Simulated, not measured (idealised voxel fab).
You're looking at the process module voxel wiring stack.
Section cut is 180 nm wide and gridded with 5 nm square cells.
When this document writes out a cross-section, it uses a grid of square cells and lists it as bands, beginning at the top and moving down, with a band standing for one or more rows of cells. It is stipulated that each band's entry specify, in nanometres, the height of the top of the band and then that of its bottom, followed by the materials of the band in left-to-right sequence, each together with its width in nanometres. A single material marked by the word "everywhere" is understood to fill the band from edge to edge; the word "air" is understood to denote empty space. Height datum 0, below which the as-received substrate wafer is one material. Lowest band open at the bottom, running downward: "0 down". Width: "30->40" (first number = top row, second number = bottom row, same change from row to row of cells). "everything unchanged" (step): cross-section cells unchanged, all of them. What "Listed closed voids" gives you is every empty space of 8 cells or more that is cut off from the top. Each appears as width x height at distance, with the distance taken from the left edge and width, height and distance all in nm. If you see something after the settings on a step's line, that's the simulator's own remark about that step. A step's line can hold "overlay nm"; with a mask on that step, the setting says how far right of the planned place the mask lay, while a negative setting says it lay to the left.
Here's what the planned process steps look like:
- 1: RECEIVE, material Si
- 2: CONFORMAL_DEP, material SiO2, thk nm 10
- 3: CONFORMAL_DEP, material SiN, thk nm 5
- 4: DIRECTIONAL_DEP, material SiO2, thk nm 25
- 5: PATTERN, tone open, mask id METAL_1, material resist, width nm 30, pitch nm 60, thk nm 20, overlay nm 0
- 6: DIRECTIONAL_ETCH, etch materials SiO2, depth nm 25
- 7: DIRECTIONAL_ETCH, etch materials SiN, depth nm 5
- 8: STRIP, etch materials resist
- 9: CONFORMAL_DEP, material TiN, thk nm 5
- 10: FILL_DEP, material W, thk nm 5
- 11: CMP, height nm 40
- 12: CONFORMAL_DEP, material SiCN, thk nm 5
- 13: DIRECTIONAL_DEP, material SiO2, thk nm 10
- 14: MASKED_ETCH, tone open, mask id PLUG_1, width nm 15, etch materials SiO2, depth nm 10, overlay nm 0
- 15: MASKED_ETCH, tone open, mask id PLUG_1, width nm 15, etch materials SiCN, depth nm 5, overlay nm 0
- 16: CONFORMAL_DEP, material TiN, thk nm 5
- 17: FILL_DEP, material Cu, thk nm 5
- 18: CMP, height nm 55
- 19: DIRECTIONAL_DEP, material TiN, thk nm 5
- 20: DIRECTIONAL_DEP, material Ru, thk nm 25
- 21: PATTERN, tone cover, mask id METAL_2, material resist, width nm 30, pitch nm 60, thk nm 15, overlay nm 0
- 22: DIRECTIONAL_ETCH, etch materials Ru, depth nm 25
- 23: DIRECTIONAL_ETCH, etch materials TiN, depth nm 5
- 24: STRIP, etch materials resist
- 25: CONFORMAL_DEP, material SiCN, thk nm 5
- 26: FILL_DEP, material SiO2, thk nm 10
- 27: CMP, height nm 85
- 28: CONFORMAL_DEP, material SiCN, thk nm 5
- 29: DIRECTIONAL_DEP, material SiO2, thk nm 30
- 30: DIRECTIONAL_DEP, material aC, thk nm 10
- 31: PATTERN, tone open, mask id METAL_3_HOLES, material resist, width nm 15, pitch nm 60, thk nm 30, overlay nm 0
- 32: DIRECTIONAL_ETCH, etch materials aC, depth nm 10
- 33: STRIP, etch materials resist
- 34: DIRECTIONAL_ETCH, etch materials SiO2, depth nm 30
- 35: STRIP, etch materials aC
- 36: PATTERN, tone open, mask id METAL_3, material resist, width nm 30, pitch nm 60, thk nm 15, overlay nm 0
- 37: DIRECTIONAL_ETCH, etch materials SiO2, depth nm 20
- 38: DIRECTIONAL_ETCH, etch materials SiCN, depth nm 5
- 39: STRIP, etch materials resist
- 40: CONFORMAL_DEP, material TiN, thk nm 5
- 41: FILL_DEP, material Cu, thk nm 10
- 42: CMP, height nm 120
- 43: CONFORMAL_DEP, material SiN, thk nm 5
What sets these wafers apart? The thk nm at step 28. They all start alike, and the plan carries the first wafer's value.
Cross-section of the first of several wafers on receipt, reflecting completion of step 1:
	0 down: Si everywhere
	Listed closed voids: none
End of module, by wafer: material-by-material cell gain (+) or loss (-) since receipt, then closed voids:
thk nm 5, +32 Cu, +60 Ru, +107 SiCN, +60 SiN, +514 SiO2, +87 TiN, +40 W, Listed closed voids: none
thk nm 10, +24 Cu, +60 Ru, +143 SiCN, +60 SiN, +490 SiO2, +83 TiN, +40 W, Listed closed voids: none
thk nm 15, +16 Cu, +60 Ru, +179 SiCN, +60 SiN, +466 SiO2, +79 TiN, +40 W, Listed closed voids: none
thk nm 20, +8 Cu, +60 Ru, +215 SiCN, +60 SiN, +442 SiO2, +75 TiN, +40 W, Listed closed voids: none
